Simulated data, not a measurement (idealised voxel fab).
Presented below is a process module, voxel air gaps.
The figure presents cross-section cut, which has a width of 225 nm and is divided into square cells with an edge length of 5 nm.
Square cells in a grid make up a cross-section in this document, and the grid is given as bands, listed from the top down, each one or more rows of cells.
For a band, the entry starts with two heights in nm, that of the top and then that of the bottom, and carries on with the band's materials in order from left to right, each alongside its width in nm; the word "edge to edge" beside a single material means it fills the band edge to edge, and "empty" means empty space.
It should be noted that heights are counted from 0, beneath which the wafer as supplied is of one material throughout, and that the lowest band possesses no lower boundary but continues downward, as written in "top 0, no bottom".
Read "30 to 40" as a graded width: first number on top, second number at the bottom, same change between each pair of neighbouring rows.
"everything unchanged" means the step left every cell of the cross-section as it was.
"Internal closed voids" enumerates empty spaces isolated from the top, with no open way to it, that contain at least 8 cells, giving each as width x height at distance from the left edge, all three in nm.
Past the settings on a step's line: simulator remark, on that step.
"overlay nm" on a masked step: distance the mask lay right of its planned place, negative for left.

### The steps planned for the process are as follows
1. RECEIVE | material Si
2. CONFORMAL_DEP | material SiO2 | thk nm 15
3. CONFORMAL_DEP | material SiN | thk nm 5
4. DIRECTIONAL_DEP | material lowk | thk nm 30
5. DIRECTIONAL_DEP | material aC | thk nm 10
6. PATTERN | tone open | mask id LINES | material resist | width nm 15 | pitch nm 40 | thk nm 25 | overlay nm 0
7. DIRECTIONAL_ETCH | etch materials aC | depth nm 10
8. STRIP | etch materials resist
9. DIRECTIONAL_ETCH | etch materials lowk | depth nm 30
10. STRIP | etch materials aC
11. CONFORMAL_DEP | material TiN | thk nm 5
12. FILL_DEP | material W | thk nm 10
13. CMP | height nm 50
14. EPI | material Ru | thk nm 10
15. SELECTIVE_ETCH | etch materials lowk | depth nm 40
16. CONFORMAL_DEP | material SiCN | thk nm 5

### Cross-section: wafer on arrival = after step 1
    top 0, no bottom: Si edge to edge
    Internal closed voids: none

### Cross-sectional view of the first of the two wafers upon completion of the module, processed in accordance with the plan
    top 65, bottom 60: empty 30 | SiCN 165 | empty 30
    top 60, bottom 50: empty 30 | SiCN 5 | Ru 35 | SiCN 5 | Ru 35 | SiCN 5 | Ru 35 | SiCN 5 | Ru 35 | SiCN 5 | empty 30
    top 50, bottom 45: empty 30 | SiCN 15 | TiN 5 | W 5 | TiN 5 | SiCN 25 | TiN 5 | W 5 | TiN 5 | SiCN 25 | TiN 5 | W 5 | TiN 5 | SiCN 25 | TiN 5 | W 5 | TiN 5 | SiCN 15 | empty 30
    top 45, bottom 25: empty 40 | SiCN 5 | TiN 5 | W 5 | TiN 5 | SiCN 5 | empty 15 | SiCN 5 | TiN 5 | W 5 | TiN 5 | SiCN 5 | empty 15 | SiCN 5 | TiN 5 | W 5 | TiN 5 | SiCN 5 | empty 15 | SiCN 5 | TiN 5 | W 5 | TiN 5 | SiCN 5 | empty 40
    top 25, bottom 20: SiCN 45 | TiN 15 | SiCN 25 | TiN 15 | SiCN 25 | TiN 15 | SiCN 25 | TiN 15 | SiCN 45
    top 20, bottom 15: SiN edge to edge
    top 15, bottom 0: SiO2 edge to edge
    top 0, no bottom: Si edge to edge
    Internal closed voids: 15 x 20 at 65; 15 x 20 at 105; 15 x 20 at 145

### Here is the second of the two wafers cut open at the end of the module - same start, same plan as the first one, but we made one mistake running it
    top 65, bottom 60: empty 30 | SiCN 165 | empty 30
    top 60, bottom 50: empty 30 | SiCN 5 | Ru 35 | SiCN 5 | Ru 35 | SiCN 5 | Ru 35 | SiCN 5 | Ru 35 | SiCN 5 | empty 30
    top 50, bottom 45: empty 30 | SiCN 15 | TiN 5 | W 5 | TiN 5 | SiCN 25 | TiN 5 | W 5 | TiN 5 | SiCN 25 | TiN 5 | W 5 | TiN 5 | SiCN 25 | TiN 5 | W 5 | TiN 5 | SiCN 15 | empty 30
    top 45, bottom 40: empty 40 | SiCN 5 | TiN 5 | W 5 | TiN 5 | SiCN 5 | empty 15 | SiCN 5 | TiN 5 | W 5 | TiN 5 | SiCN 5 | empty 15 | SiCN 5 | TiN 5 | W 5 | TiN 5 | SiCN 5 | empty 15 | SiCN 5 | TiN 5 | W 5 | TiN 5 | SiCN 5 | empty 40
    top 40, bottom 35: SiCN 45 | TiN 15 | SiCN 25 | TiN 15 | SiCN 25 | TiN 15 | SiCN 25 | TiN 15 | SiCN 45
    top 35, bottom 30: SiN edge to edge
    top 30, bottom 0: SiO2 edge to edge
    top 0, no bottom: Si edge to edge
    Internal closed voids: none
Deviation from plan: step 2 of the plan was executed twice over
Final difference in cells, second wafer against first, listed per material as more or fewer: -24 SiCN; +135 SiO2; -24 TiN; -12 W
Closed void count at end of process - first wafer: 3; second wafer: 0.
